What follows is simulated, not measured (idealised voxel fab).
Process module heading - voxel capacitor over wiring
Displayed cross-section: cut, width of 150 nm, square cells sized 5 nm.
In what follows, cross-sections appear as grids of square cells, described through bands that run from the top down, where every band is one or more rows of cells.
What a band's entry tells you: where the top is and where the bottom is, as heights in nm, and after that what lies inside, material by material from left to right, each with its width in nm. Empty space is written as the word "blank", and a single material marked with the word "everywhere" occupies the band from edge to edge.
For the purposes of this specification, 0 denotes the height below which the wafer in its as-received condition is composed wholly of one material, and the lowermost band, lacking a lower limit, extends downward without end, as expressed in "0 and below".
A two-number width, for instance "30..40", indicates that the width is equal to the first number in the top row of the band and to the second number in the bottom row, and that it changes by a constant amount per row of cells.
Given "nothing was modified" for a step, no cell of the cross-section differs between before and after that step.
"Catalogued sealed voids": sealed empty spaces, 8 cells or more, no open way to top, listed width x height at distance, with distance from the left edge and width, height and distance in nm.
Step line, after settings: the simulator's comment on this step.
Among the settings permitted on a step's line is "overlay nm"; applied to a step with a mask, it specifies the extent to which the mask lay to the right of its planned position, whereas a negative figure signifies a position to the left.

THE PROCESS STEPS THAT WERE PLANNED ARE LISTED BELOW
1,op RECEIVE | material Si
2,op CONFORMAL_DEP | material SiO2 | thk nm 10
3,op DIRECTIONAL_DEP | material TiN | thk nm 5
4,op DIRECTIONAL_DEP | material W | thk nm 15
5,op MASKED_ETCH | tone cover | mask id METAL_1 | width nm 30 | pitch nm 90 | etch materials W | depth nm 15 | overlay nm 0
6,op MASKED_ETCH | tone cover | mask id METAL_1 | width nm 30 | pitch nm 90 | etch materials TiN | depth nm 5 | overlay nm 0
7,op CONFORMAL_DEP | material SiN | thk nm 5
8,op FILL_DEP | material SiO2 | thk nm 5
9,op CMP | height nm 30
10,op CONFORMAL_DEP | material SiCN | thk nm 5
11,op DIRECTIONAL_DEP | material SiO2 | thk nm 10
12,op MASKED_ETCH | tone open | mask id PLUG_1 | width nm 15 | etch materials SiO2 | depth nm 10 | overlay nm 0
13,op MASKED_ETCH | tone open | mask id PLUG_1 | width nm 15 | etch materials SiCN | depth nm 5 | overlay nm 0
14,op EPI | material Ru | thk nm 10
15,op EPI | material Ru | thk nm 5
16,op DIRECTIONAL_DEP | material TiN | thk nm 5
17,op DIRECTIONAL_DEP | material Al2O3 | thk nm 5
18,op DIRECTIONAL_DEP | material TiN | thk nm 10
19,op DIRECTIONAL_DEP | material aC | thk nm 10
20,op PATTERN | tone cover | mask id UPPER_PLATE | material resist | width nm 65 | thk nm 30 | overlay nm 0
21,op DIRECTIONAL_ETCH | etch materials aC | depth nm 10
22,op STRIP | etch materials resist
23,op DIRECTIONAL_ETCH | etch materials TiN | depth nm 10
24,op DIRECTIONAL_ETCH | etch materials Al2O3 | depth nm 5
25,op STRIP | etch materials aC
26,op DIRECTIONAL_DEP | material aC | thk nm 10
27,op PATTERN | tone cover | mask id LOWER_PLATE | material resist | width nm 75 | thk nm 30 | overlay nm 0
28,op DIRECTIONAL_ETCH | etch materials aC | depth nm 10
29,op STRIP | etch materials resist
30,op DIRECTIONAL_ETCH | etch materials TiN | depth nm 5
31,op STRIP | etch materials aC
32,op FILL_DEP | material SiO2 | thk nm 20
33,op CMP | height nm 80
34,op MASKED_ETCH | tone open | mask id PLUG_2 | width nm 15 | etch materials SiO2 | depth nm 15 | overlay nm 0
35,op CONFORMAL_DEP | material TiN | thk nm 5
36,op FILL_DEP | material W | thk nm 5
37,op CMP | height nm 80
38,op CONFORMAL_DEP | material SiN | thk nm 5

FIRST WAFER, AS PLANNED

CROSS-SECTION, INCOMING MATERIAL, AFTER STEP 1
> 0 and below  Si everywhere
> Catalogued sealed voids: none

ONCE STEP 2 IS THROUGH, THE WAFER LOOKS LIKE THIS IN CROSS-SECTION
> 10 down to 0  SiO2 everywhere
> Under the height 0 nothing was changed.

ONCE STEP 3 IS THROUGH, THE WAFER LOOKS LIKE THIS IN CROSS-SECTION
> 15 down to 10  TiN everywhere
> Under the height 10 nothing was changed.

ONCE STEP 4 IS THROUGH, THE WAFER LOOKS LIKE THIS IN CROSS-SECTION
> 30 down to 15  W everywhere
> Under the height 15 nothing was changed.

ONCE STEP 5 IS THROUGH, THE WAFER LOOKS LIKE THIS IN CROSS-SECTION
> 30 down to 15  blank=15; W=30; blank=60; W=30; blank=15
> Under the height 15 nothing was changed.

ONCE STEP 6 IS THROUGH, THE WAFER LOOKS LIKE THIS IN CROSS-SECTION
> 30 down to 15  blank=15; W=30; blank=60; W=30; blank=15
> 15 down to 10  blank=15; TiN=30; blank=60; TiN=30; blank=15
> Under the height 10 nothing was changed.

ONCE STEP 7 IS THROUGH, THE WAFER LOOKS LIKE THIS IN CROSS-SECTION
> 35 down to 30  blank=10; SiN=40; blank=50; SiN=40; blank=10
> 30 down to 15  blank=10; SiN=5; W=30; SiN=5; blank=50; SiN=5; W=30; SiN=5; blank=10
> 15 down to 10  SiN=15; TiN=30; SiN=60; TiN=30; SiN=15
> Under the height 10 nothing was changed.

ONCE STEP 8 IS THROUGH, THE WAFER LOOKS LIKE THIS IN CROSS-SECTION
> 40 down to 35  SiO2 everywhere
> 35 down to 30  SiO2=10; SiN=40; SiO2=50; SiN=40; SiO2=10
> 30 down to 15  SiO2=10; SiN=5; W=30; SiN=5; SiO2=50; SiN=5; W=30; SiN=5; SiO2=10
> Under the height 15 nothing was changed.

ONCE STEP 9 IS THROUGH, THE WAFER LOOKS LIKE THIS IN CROSS-SECTION
> 30 down to 15  SiO2=10; SiN=5; W=30; SiN=5; SiO2=50; SiN=5; W=30; SiN=5; SiO2=10
> Under the height 15 nothing was changed.

ONCE STEP 10 IS THROUGH, THE WAFER LOOKS LIKE THIS IN CROSS-SECTION
> 35 down to 30  SiCN everywhere
> Under the height 30 nothing was changed.

ONCE STEP 11 IS THROUGH, THE WAFER LOOKS LIKE THIS IN CROSS-SECTION
> 45 down to 35  SiO2 everywhere
> Under the height 35 nothing was changed.

ONCE STEP 12 IS THROUGH, THE WAFER LOOKS LIKE THIS IN CROSS-SECTION
> 45 down to 35  SiO2=30; blank=15; SiO2=105
> Under the height 35 nothing was changed.

ONCE STEP 13 IS THROUGH, THE WAFER LOOKS LIKE THIS IN CROSS-SECTION
> 45 down to 35  SiO2=30; blank=15; SiO2=105
> 35 down to 30  SiCN=30; blank=15; SiCN=105
> Under the height 30 nothing was changed.

ONCE STEP 14 IS THROUGH, THE WAFER LOOKS LIKE THIS IN CROSS-SECTION
> 45 down to 40  SiO2=30; blank=15; SiO2=105
> 40 down to 35  SiO2=30; Ru=15; SiO2=105
> 35 down to 30  SiCN=30; Ru=15; SiCN=105
> Under the height 30 nothing was changed.

ONCE STEP 15 IS THROUGH, THE WAFER LOOKS LIKE THIS IN CROSS-SECTION
> 45 down to 35  SiO2=30; Ru=15; SiO2=105
> Under the height 35 nothing was changed.

ONCE STEP 16 IS THROUGH, THE WAFER LOOKS LIKE THIS IN CROSS-SECTION
> 50 down to 45  TiN everywhere
> Under the height 45 nothing was changed.

ONCE STEP 17 IS THROUGH, THE WAFER LOOKS LIKE THIS IN CROSS-SECTION
> 55 down to 50  Al2O3 everywhere
> Under the height 50 nothing was changed.

ONCE STEP 18 IS THROUGH, THE WAFER LOOKS LIKE THIS IN CROSS-SECTION
> 65 down to 55  TiN everywhere
> Under the height 55 nothing was changed.

ONCE STEP 19 IS THROUGH, THE WAFER LOOKS LIKE THIS IN CROSS-SECTION
> 75 down to 65  aC everywhere
> Under the height 65 nothing was changed.

ONCE STEP 20 IS THROUGH, THE WAFER LOOKS LIKE THIS IN CROSS-SECTION
> 105 down to 75  blank=30; resist=65; blank=55
> Under the height 75 nothing was changed.

ONCE STEP 21 IS THROUGH, THE WAFER LOOKS LIKE THIS IN CROSS-SECTION
> 95 down to 75  blank=30; resist=65; blank=55
> 75 down to 65  blank=30; aC=65; blank=55
> Under the height 65 nothing was changed.

ONCE STEP 22 IS THROUGH, THE WAFER LOOKS LIKE THIS IN CROSS-SECTION
> 75 down to 65  blank=30; aC=65; blank=55
> Under the height 65 nothing was changed.

ONCE STEP 23 IS THROUGH, THE WAFER LOOKS LIKE THIS IN CROSS-SECTION
> 75 down to 65  blank=30; aC=65; blank=55
> 65 down to 55  blank=30; TiN=65; blank=55
> Under the height 55 nothing was changed.

ONCE STEP 24 IS THROUGH, THE WAFER LOOKS LIKE THIS IN CROSS-SECTION
> 75 down to 65  blank=30; aC=65; blank=55
> 65 down to 55  blank=30; TiN=65; blank=55
> 55 down to 50  blank=30; Al2O3=65; blank=55
> Under the height 50 nothing was changed.

ONCE STEP 25 IS THROUGH, THE WAFER LOOKS LIKE THIS IN CROSS-SECTION
> 65 down to 55  blank=30; TiN=65; blank=55
> Under the height 55 nothing was changed.

ONCE STEP 26 IS THROUGH, THE WAFER LOOKS LIKE THIS IN CROSS-SECTION
> 75 down to 65  blank=30; aC=65; blank=55
> 65 down to 60  blank=30; TiN=65; blank=55
> 60 down to 55  aC=30; TiN=65; aC=55
> 55 down to 50  aC=30; Al2O3=65; aC=55
> Under the height 50 nothing was changed.

ONCE STEP 27 IS THROUGH, THE WAFER LOOKS LIKE THIS IN CROSS-SECTION
> 105 down to 75  blank=25; resist=75; blank=50
> 75 down to 65  blank=25; resist=5; aC=65; resist=5; blank=50
> 65 down to 60  blank=25; resist=5; TiN=65; resist=5; blank=50
> Under the height 60 nothing was changed.

ONCE STEP 28 IS THROUGH, THE WAFER LOOKS LIKE THIS IN CROSS-SECTION
> 95 down to 75  blank=25; resist=75; blank=50
> 75 down to 65  blank=25; resist=5; aC=65; resist=5; blank=50
> 65 down to 60  blank=25; resist=5; TiN=65; resist=5; blank=50
> 60 down to 55  blank=25; aC=5; TiN=65; aC=5; blank=50
> 55 down to 50  blank=25; aC=5; Al2O3=65; aC=5; blank=50
> Under the height 50 nothing was changed.

ONCE STEP 29 IS THROUGH, THE WAFER LOOKS LIKE THIS IN CROSS-SECTION
> 75 down to 65  blank=30; aC=65; blank=55
> 65 down to 60  blank=30; TiN=65; blank=55
> Under the height 60 nothing was changed.

ONCE STEP 30 IS THROUGH, THE WAFER LOOKS LIKE THIS IN CROSS-SECTION
> 75 down to 65  blank=30; aC=65; blank=55
> 65 down to 60  blank=30; TiN=65; blank=55
> 60 down to 55  blank=25; aC=5; TiN=65; aC=5; blank=50
> 55 down to 50  blank=25; aC=5; Al2O3=65; aC=5; blank=50
> 50 down to 45  blank=25; TiN=75; blank=50
> Under the height 45 nothing was changed.

ONCE STEP 31 IS THROUGH, THE WAFER LOOKS LIKE THIS IN CROSS-SECTION
> 65 down to 55  blank=30; TiN=65; blank=55
> 55 down to 50  blank=30; Al2O3=65; blank=55
> Under the height 50 nothing was changed.

ONCE STEP 32 IS THROUGH, THE WAFER LOOKS LIKE THIS IN CROSS-SECTION
> 85 down to 65  SiO2 everywhere
> 65 down to 55  SiO2=30; TiN=65; SiO2=55
> 55 down to 50  SiO2=30; Al2O3=65; SiO2=55
> 50 down to 45  SiO2=25; TiN=75; SiO2=50
> Under the height 45 nothing was changed.

ONCE STEP 33 IS THROUGH, THE WAFER LOOKS LIKE THIS IN CROSS-SECTION
> 80 down to 65  SiO2 everywhere
> Under the height 65 nothing was changed.

ONCE STEP 34 IS THROUGH, THE WAFER LOOKS LIKE THIS IN CROSS-SECTION
> 80 down to 65  SiO2=40; blank=15; SiO2=95
> Under the height 65 nothing was changed.

ONCE STEP 35 IS THROUGH, THE WAFER LOOKS LIKE THIS IN CROSS-SECTION
> 85 down to 80  TiN=45; blank=5; TiN=100
> 80 down to 70  SiO2=40; TiN=5; blank=5; TiN=5; SiO2=95
> 70 down to 65  SiO2=40; TiN=15; SiO2=95
> Under the height 65 nothing was changed.

ONCE STEP 36 IS THROUGH, THE WAFER LOOKS LIKE THIS IN CROSS-SECTION
> 90 down to 85  W everywhere
> 85 down to 80  TiN=45; W=5; TiN=100
> 80 down to 70  SiO2=40; TiN=5; W=5; TiN=5; SiO2=95
> Under the height 70 nothing was changed.

ONCE STEP 37 IS THROUGH, THE WAFER LOOKS LIKE THIS IN CROSS-SECTION
> 80 down to 70  SiO2=40; TiN=5; W=5; TiN=5; SiO2=95
> Under the height 70 nothing was changed.

ONCE STEP 38 IS THROUGH, THE WAFER LOOKS LIKE THIS IN CROSS-SECTION
> 85 down to 80  SiN everywhere
> Under the height 80 nothing was changed.

WAFER TWO. SAME START, SAME PLAN, ONE SLIP IN EXECUTION. SAME AS WAFER ONE THROUGH STEP 13, INCLUSIVE

CROSS-SECTION OF THE SECOND WAFER CORRESPONDING TO THE PLANNED CONCLUSION OF STEP 14
> 50 down to 45  blank=25; Ru=25; blank=100
> 45 down to 35  SiO2=30; Ru=15; SiO2=105
> 35 down to 30  SiCN=30; Ru=15; SiCN=105
> Under the height 30 nothing was changed.

CROSS-SECTION OF THE SECOND WAFER CORRESPONDING TO THE PLANNED CONCLUSION OF STEP 15
> 55 down to 45  blank=20; Ru=35; blank=95
> Under the height 45 nothing was changed.

CROSS-SECTION OF THE SECOND WAFER CORRESPONDING TO THE PLANNED CONCLUSION OF STEP 16
> 60 down to 55  blank=20; TiN=35; blank=95
> 55 down to 50  blank=20; Ru=35; blank=95
> 50 down to 45  TiN=20; Ru=35; TiN=95
> Under the height 45 nothing was changed.

CROSS-SECTION OF THE SECOND WAFER CORRESPONDING TO THE PLANNED CONCLUSION OF STEP 17
> 65 down to 60  blank=20; Al2O3=35; blank=95
> 60 down to 55  blank=20; TiN=35; blank=95
> 55 down to 50  Al2O3=20; Ru=35; Al2O3=95
> Under the height 50 nothing was changed.

CROSS-SECTION OF THE SECOND WAFER CORRESPONDING TO THE PLANNED CONCLUSION OF STEP 18
> 75 down to 65  blank=20; TiN=35; blank=95
> 65 down to 60  TiN=20; Al2O3=35; TiN=95
> 60 down to 55  TiN everywhere
> Under the height 55 nothing was changed.

CROSS-SECTION OF THE SECOND WAFER CORRESPONDING TO THE PLANNED CONCLUSION OF STEP 19
> 85 down to 75  blank=20; aC=35; blank=95
> 75 down to 65  aC=20; TiN=35; aC=95
> Under the height 65 nothing was changed.

CROSS-SECTION OF THE SECOND WAFER CORRESPONDING TO THE PLANNED CONCLUSION OF STEP 20
> 115 down to 85  blank=30; resist=65; blank=55
> 85 down to 75  blank=20; aC=35; resist=40; blank=55
> Under the height 75 nothing was changed.

CROSS-SECTION OF THE SECOND WAFER CORRESPONDING TO THE PLANNED CONCLUSION OF STEP 21
> 105 down to 85  blank=30; resist=65; blank=55
> 85 down to 75  blank=30; aC=25; resist=40; blank=55
> 75 down to 65  blank=20; TiN=35; aC=40; blank=55
> Under the height 65 nothing was changed.

CROSS-SECTION OF THE SECOND WAFER CORRESPONDING TO THE PLANNED CONCLUSION OF STEP 22
> 85 down to 75  blank=30; aC=25; blank=95
> Under the height 75 nothing was changed.

CROSS-SECTION OF THE SECOND WAFER CORRESPONDING TO THE PLANNED CONCLUSION OF STEP 23
> 85 down to 75  blank=30; aC=25; blank=95
> 75 down to 65  blank=30; TiN=25; aC=40; blank=55
> 65 down to 60  blank=20; Al2O3=35; TiN=40; blank=55
> 60 down to 55  blank=20; TiN=75; blank=55
> Under the height 55 nothing was changed.

CROSS-SECTION OF THE SECOND WAFER CORRESPONDING TO THE PLANNED CONCLUSION OF STEP 24
> 85 down to 75  blank=30; aC=25; blank=95
> 75 down to 65  blank=30; TiN=25; aC=40; blank=55
> 65 down to 60  blank=30; Al2O3=25; TiN=40; blank=55
> 60 down to 55  blank=20; TiN=75; blank=55
> 55 down to 50  blank=20; Ru=35; Al2O3=40; blank=55
> Under the height 50 nothing was changed.

CROSS-SECTION OF THE SECOND WAFER CORRESPONDING TO THE PLANNED CONCLUSION OF STEP 25
> 75 down to 65  blank=30; TiN=25; blank=95
> Under the height 65 nothing was changed.

CROSS-SECTION OF THE SECOND WAFER CORRESPONDING TO THE PLANNED CONCLUSION OF STEP 26
> 85 down to 75  blank=30; aC=25; blank=95
> 75 down to 70  blank=30; TiN=25; aC=40; blank=55
> 70 down to 65  blank=20; aC=10; TiN=25; aC=40; blank=55
> 65 down to 60  blank=20; aC=10; Al2O3=25; TiN=40; blank=55
> 60 down to 55  aC=20; TiN=75; aC=55
> 55 down to 50  aC=20; Ru=35; Al2O3=40; aC=55
> Under the height 50 nothing was changed.

CROSS-SECTION OF THE SECOND WAFER CORRESPONDING TO THE PLANNED CONCLUSION OF STEP 27
> 115 down to 85  blank=25; resist=75; blank=50
> 85 down to 75  blank=25; resist=5; aC=25; resist=45; blank=50
> 75 down to 70  blank=25; resist=5; TiN=25; aC=40; resist=5; blank=50
> 70 down to 65  blank=20; aC=10; TiN=25; aC=40; resist=5; blank=50
> 65 down to 60  blank=20; aC=10; Al2O3=25; TiN=40; resist=5; blank=50
> Under the height 60 nothing was changed.

CROSS-SECTION OF THE SECOND WAFER CORRESPONDING TO THE PLANNED CONCLUSION OF STEP 28
> 105 down to 85  blank=25; resist=75; blank=50
> 85 down to 75  blank=25; resist=5; aC=25; resist=45; blank=50
> 75 down to 70  blank=25; resist=5; TiN=25; aC=40; resist=5; blank=50
> 70 down to 65  blank=25; aC=5; TiN=25; aC=40; resist=5; blank=50
> 65 down to 60  blank=25; aC=5; Al2O3=25; TiN=40; resist=5; blank=50
> 60 down to 55  blank=20; TiN=75; aC=5; blank=50
> 55 down to 50  blank=20; Ru=35; Al2O3=40; aC=5; blank=50
> Under the height 50 nothing was changed.

CROSS-SECTION OF THE SECOND WAFER CORRESPONDING TO THE PLANNED CONCLUSION OF STEP 29
> 85 down to 75  blank=30; aC=25; blank=95
> 75 down to 70  blank=30; TiN=25; aC=40; blank=55
> 70 down to 65  blank=25; aC=5; TiN=25; aC=40; blank=55
> 65 down to 60  blank=25; aC=5; Al2O3=25; TiN=40; blank=55
> Under the height 60 nothing was changed.

CROSS-SECTION OF THE SECOND WAFER CORRESPONDING TO THE PLANNED CONCLUSION OF STEP 30
> 85 down to 75  blank=30; aC=25; blank=95
> 75 down to 70  blank=30; TiN=25; aC=40; blank=55
> 70 down to 65  blank=25; aC=5; TiN=25; aC=40; blank=55
> 65 down to 60  blank=25; aC=5; Al2O3=25; TiN=40; blank=55
> 60 down to 55  blank=25; TiN=70; aC=5; blank=50
> 55 down to 50  blank=20; Ru=35; Al2O3=40; aC=5; blank=50
> 50 down to 45  blank=20; Ru=35; TiN=45; blank=50
> Under the height 45 nothing was changed.

CROSS-SECTION OF THE SECOND WAFER CORRESPONDING TO THE PLANNED CONCLUSION OF STEP 31
> 75 down to 65  blank=30; TiN=25; blank=95
> 65 down to 60  blank=30; Al2O3=25; TiN=40; blank=55
> 60 down to 55  blank=25; TiN=70; blank=55
> 55 down to 50  blank=20; Ru=35; Al2O3=40; blank=55
> Under the height 50 nothing was changed.

CROSS-SECTION OF THE SECOND WAFER CORRESPONDING TO THE PLANNED CONCLUSION OF STEP 32
> 95 down to 75  SiO2 everywhere
> 75 down to 65  SiO2=30; TiN=25; SiO2=95
> 65 down to 60  SiO2=30; Al2O3=25; TiN=40; SiO2=55
> 60 down to 55  SiO2=25; TiN=70; SiO2=55
> 55 down to 50  SiO2=20; Ru=35; Al2O3=40; SiO2=55
> 50 down to 45  SiO2=20; Ru=35; TiN=45; SiO2=50
> Under the height 45 nothing was changed.

CROSS-SECTION OF THE SECOND WAFER CORRESPONDING TO THE PLANNED CONCLUSION OF STEP 33
> 80 down to 75  SiO2 everywhere
> Under the height 75 nothing was changed.

CROSS-SECTION OF THE SECOND WAFER CORRESPONDING TO THE PLANNED CONCLUSION OF STEP 34
> 80 down to 75  SiO2=40; blank=15; SiO2=95
> Under the height 75 nothing was changed.

CROSS-SECTION OF THE SECOND WAFER CORRESPONDING TO THE PLANNED CONCLUSION OF STEP 35
> 85 down to 80  TiN=45; blank=5; TiN=100
> 80 down to 75  SiO2=40; TiN=15; SiO2=95
> Under the height 75 nothing was changed.

CROSS-SECTION OF THE SECOND WAFER CORRESPONDING TO THE PLANNED CONCLUSION OF STEP 36
> 90 down to 85  W everywhere
> 85 down to 80  TiN=45; W=5; TiN=100
> Under the height 80 nothing was changed.

CROSS-SECTION OF THE SECOND WAFER CORRESPONDING TO THE PLANNED CONCLUSION OF STEP 37
> 80 down to 75  SiO2=40; TiN=15; SiO2=95
> Under the height 75 nothing was changed.

CROSS-SECTION OF THE SECOND WAFER CORRESPONDING TO THE PLANNED CONCLUSION OF STEP 38
> 85 down to 80  SiN everywhere
> Under the height 80 nothing was changed.
what went wrong: step 14 was run twice
Materials where the second wafer ends with more or fewer cells than the first: Ru +14; SiO2 -8; TiN -4; W -2
